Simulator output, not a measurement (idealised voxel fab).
Title: Process Module voxel gate over fins
Section shown: cut. Width: 165 nm. Cell size: 5 nm, square.
The cross-sections in this document take the form of a grid made of square cells. They are written out as bands, in order from top to bottom. Each band consists of one or more rows of cells.
Each band's line starts with the height of the band's top and of its bottom, in nm. Then come its materials from left to right, each with its width in nm. One material with "throughout" fills the band from edge to edge. "air" is empty space.
Height is counted from the level 0, under which the received wafer is composed throughout of one material. The lowest of the bands is not closed at the bottom but continues downward, in the notation "from 0 down".
The expression "30->40" gives the width at the extremes of the band, the first number at its top row of cells and the second at its bottom row, with the width changing by equal amounts from each row to the next in between.
Key: "same as before" - step with no changed cell in the cross-section.
Entry "Internal closed voids". Content: empty spaces with no open connection to the top, size 8 cells or greater. Each: width x height at distance. Distance: from left edge. Unit: nm.
Post-settings text on a step line: simulator's own remark regarding the step.
On any step carrying a mask, the "overlay nm" setting, if present on the step's line, tells how far right of its planned place the mask lay; negative values point to the left.
[Steps in the process plan]
- 1: op RECEIVE | material Si
- 2: op CONFORMAL_DEP | material SiN | thk nm 10
- 3: op MASKED_ETCH | tone cover | mask id FINS | width nm 15 | pitch nm 55 | etch materials SiN | depth nm 10 | overlay nm 0
- 4: op MASKED_ETCH | tone cover | mask id FINS | width nm 15 | pitch nm 55 | etch materials Si | depth nm 30 | overlay nm 0
- 5: op OXIDIZE | depth nm 5
- 6: op FILL_DEP | material SiO2 | thk nm 5
- 7: op CMP | height nm 10
- 8: op DIRECTIONAL_DEP | material aC | thk nm 10
- 9: op PATTERN | tone open | mask id RAIL | material resist | width nm 15 | thk nm 30 | overlay nm 0
- 10: op DIRECTIONAL_ETCH | etch materials aC | depth nm 10
- 11: op STRIP | etch materials resist
- 12: op DIRECTIONAL_ETCH | etch materials SiO2 | depth nm 35
- 13: op STRIP | etch materials aC
- 14: op CONFORMAL_DEP | material TiN | thk nm 5
- 15: op FILL_DEP | material W | thk nm 5
- 16: op CMP | height nm 10
- 17: op SELECTIVE_ETCH | etch materials W Ru TiN | depth nm 30
- 18: op FILL_DEP | material SiO2 | thk nm 5
- 19: op CMP | height nm 10
- 20: op SELECTIVE_ETCH | etch materials SiO2 | depth nm 20
- 21: op STRIP | etch materials SiN
- 22: op CONFORMAL_DEP | material HfO2 | thk nm 5
- 23: op CONFORMAL_DEP | material TiN | thk nm 5
- 24: op CONFORMAL_DEP | material TiAl | thk nm 5
- 25: op CONFORMAL_DEP | material TiN | thk nm 5
- 26: op FILL_DEP | material W | thk nm 10
- 27: op CMP | height nm 25
- 28: op CONFORMAL_DEP | material SiN | thk nm 10
[Cross-section of the wafer at receipt, which is the condition after step 1]
- from 0 down  Si throughout
- Internal closed voids: none
[Module complete, cross-section. Starting point and plan per above. One mistake made in running the module]
- from 35 to 25  SiN throughout
- from 25 to 20  W throughout
- from 20 to 15  W: 30 / TiN: 45 / W: 10 / TiN: 45 / W: 35
- from 15 to 10  W: 30 / TiN: 5 / TiAl: 35 / TiN: 5 / W: 10 / TiN: 5 / TiAl: 35 / TiN: 5 / W: 35
- from 10 to 5  TiN: 35 / TiAl: 5 / TiN: 25 / TiAl: 5 / TiN: 20 / TiAl: 5 / TiN: 25 / TiAl: 5 / TiN: 40
- from 5 to 0  TiAl: 40 / TiN: 5 / HfO2: 15 / TiN: 5 / TiAl: 30 / TiN: 5 / HfO2: 15 / TiN: 5 / TiAl: 45
- from 0 to -5  TiN: 45 / HfO2: 5 / Si: 5 / HfO2: 5 / TiN: 40 / HfO2: 5 / Si: 5 / HfO2: 5 / TiN: 50
- from -5 to -10  HfO2: 50 / Si: 5 / HfO2: 50 / Si: 5 / HfO2: 55
- from -10 to -20  SiO2: 50 / Si: 5 / SiO2: 50 / Si: 5 / SiO2: 55
- from -20 to -25  SiO2: 50 / Si: 5 / SiO2: 15 / TiN: 20 / SiO2: 15 / Si: 5 / SiO2: 55
- from -25 to -35  SiO2: 50 / Si: 5 / SiO2: 50 / Si: 5 / SiO2: 55
- from -35 down  Si throughout
- Internal closed voids: none
The plan and the run diverged here: the process deviated at step 9: the operation and settings actually run there were op PATTERN | tone open | mask id RAIL | material resist | width nm 20 | thk nm 30 | overlay nm 0
